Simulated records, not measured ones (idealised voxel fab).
The name of this process module is voxel spacer lines.
Displayed cross-section: cut, width of 195 nm, square cells sized 5 nm.
The cross-sections in this document take the form of a grid made of square cells. They are written out as bands, in order from top to bottom. Each band consists of one or more rows of cells. What a band's entry tells you: where the top is and where the bottom is, as heights in nm, and after that what lies inside, material by material from left to right, each with its width in nm. Empty space is written as the word "blank", and a single material marked with the word "everywhere" occupies the band from edge to edge. It should be noted that heights are counted from 0, beneath which the wafer as supplied is of one material throughout, and that the lowest band possesses no lower boundary but continues downward, as written in "0 and below". With a width like "30..40", each row of cells in the band differs from the next by the same amount, the top row carrying the first number and the bottom row the second. "stayed the same" (step): cross-section cells unchanged, all of them. Empty spaces without an open route to the top, at least 8 cells in extent, make up the entry "Enclosed empty spaces"; each is given as width x height at distance, where the distance is measured from the left edge, and all are in nm. Text after the settings on a step's line: the simulator's own remark on that step. overlay nm: how far to the right of its planned place the mask lay on this masked step (negative: to the left).
Listed below are the process steps as planned:
- 1: RECEIVE: material Si
- 2: CONFORMAL_DEP: material Al2O3, thk nm 5
- 3: DIRECTIONAL_DEP: material TiN, thk nm 15
- 4: DIRECTIONAL_DEP: material polySi, thk nm 30
- 5: PATTERN: tone cover, mask id MANDREL, material resist, width nm 20, pitch nm 70, thk nm 35, overlay nm 0
- 6: DIRECTIONAL_ETCH: etch materials polySi, depth nm 30
- 7: STRIP: etch materials resist
- 8: CONFORMAL_DEP: material SiO2, thk nm 15
- 9: DIRECTIONAL_ETCH: etch materials SiO2, depth nm 15
- 10: STRIP: etch materials polySi
- 11: DIRECTIONAL_ETCH: etch materials TiN, depth nm 15
- 12: STRIP: etch materials SiO2
As received (post step 1): cross-section:
	0 and below  Si everywhere
	Enclosed empty spaces: none
The first of two wafers, cross-sectioned at the end of the module, with the run proceeding as planned:
	20 down to 5  TiN 15 nm / blank 20 nm / TiN 15 nm / blank 20 nm / TiN 15 nm / blank 20 nm / TiN 15 nm / blank 20 nm / TiN 15 nm / blank 20 nm / TiN 15 nm / blank 5 nm
	5 down to 0  Al2O3 everywhere
	0 and below  Si everywhere
	Enclosed empty spaces: none
Wafer two, end of module, cross-section. Same start, same plan as wafer one. One mistake in the run:
	20 down to 5  TiN 15 nm / blank 20 nm / TiN 15 nm / blank 20 nm / TiN 15 nm / blank 20 nm / TiN 15 nm / blank 20 nm / TiN 15 nm / blank 20 nm / TiN 15 nm / blank 5 nm
	5 down to 0  polySi everywhere
	0 and below  Si everywhere
	Enclosed empty spaces: none
The plan and the run diverged here: not per plan at step 2, really ran CONFORMAL_DEP: material polySi, thk nm 5
The second wafer ends with more or fewer cells of some materials than the first, per final count: 39 fewer of Al2O3, 39 more of polySi
